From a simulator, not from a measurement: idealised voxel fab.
You're looking at the process module voxel self aligned vias.
The width of the displayed cross-section, cut, is 220 nm; its cells are square, with a size of 5 nm.
Cross-section, as written here: a square-cell grid given band by band from the top down, where a band holds one or more rows of cells. Quick guide to a band line: top height, bottom height (nm) up front; then every material left to right with its width in nm. Only one material and it's marked "full width"? Then it fills the band edge to edge. And "empty" just means empty space. Height 0 is the level under which the wafer as received is all one material. The lowest band goes on downwards, as in "0 -> down". The two numbers in a width such as "30..40" mark its ends across the band: the first belongs to the top row of cells, the second to the bottom row, and from each row to the next the width moves by the same amount. No cell of the cross-section changed in a step that is given as "identical to before". Under "Unvented internal voids" you'll find the enclosed gaps, the ones with no way out to the top, that are 8 cells or bigger; each reads width x height at distance, with distance counted from the left edge, everything in nm. Text after the settings on a step's line: the simulator's own remark on that step. For masked steps, "overlay nm" on the step line gives how far right of plan the mask actually lay; a minus sign means it lay to the left.

[Here's what the planned process steps look like]
1) RECEIVE: material Si
2) CONFORMAL_DEP: material SiO2, thk nm 10
3) CONFORMAL_DEP: material SiCN, thk nm 5
4) DIRECTIONAL_DEP: material lowk, thk nm 25
5) MASKED_ETCH: tone open, mask id LINES, width nm 20, pitch nm 60, etch materials lowk, depth nm 25, overlay nm 0
6) CONFORMAL_DEP: material TiN, thk nm 5
7) FILL_DEP: material W, thk nm 5
8) CMP: height nm 40
9) SELECTIVE_ETCH: etch materials W Ru TiN, depth nm 5
10) FILL_DEP: material SiN, thk nm 10
11) CMP: height nm 40
12) DIRECTIONAL_DEP: material lowk, thk nm 20
13) MASKED_ETCH: tone open, mask id VIAS, width nm 40, pitch nm 60, etch materials lowk, depth nm 20, overlay nm 0
14) MASKED_ETCH: tone open, mask id VIAS, width nm 40, pitch nm 60, etch materials SiN, depth nm 5, overlay nm 0
15) CONFORMAL_DEP: material TiN, thk nm 5
16) FILL_DEP: material W, thk nm 5
17) CMP: height nm 60
18) CONFORMAL_DEP: material SiN, thk nm 5

[Cross-section: wafer on arrival = after step 1]
- 0 -> down  Si full width
- Unvented internal voids: none

[End-of-module cross-section. Starting structure and process plan as above; one mistake made in running it]
- 65 -> 60  SiN full width
- 60 -> 45  lowk (60), then TiN (5), then W (30), then TiN (5), then lowk (20), then TiN (5), then W (30), then TiN (5), then lowk (60)
- 45 -> 40  lowk (60), then TiN (20), then W (10), then TiN (10), then lowk (20), then TiN (20), then W (10), then TiN (10), then lowk (60)
- 40 -> 35  lowk (75), then TiN (20), then lowk (40), then TiN (20), then lowk (65)
- 35 -> 20  lowk (75), then TiN (5), then W (10), then TiN (5), then lowk (40), then TiN (5), then W (10), then TiN (5), then lowk (65)
- 20 -> 15  lowk (75), then TiN (20), then lowk (40), then TiN (20), then lowk (65)
- 15 -> 10  SiCN full width
- 10 -> 0  SiO2 full width
- 0 -> down  Si full width
- Unvented internal voids: none
Deviation from plan: so step 5 ended up running with a different setting than we planned, it ran as MASKED_ETCH: tone open, mask id LINES, width nm 20, pitch nm 60, etch materials lowk, depth nm 25, overlay nm 5
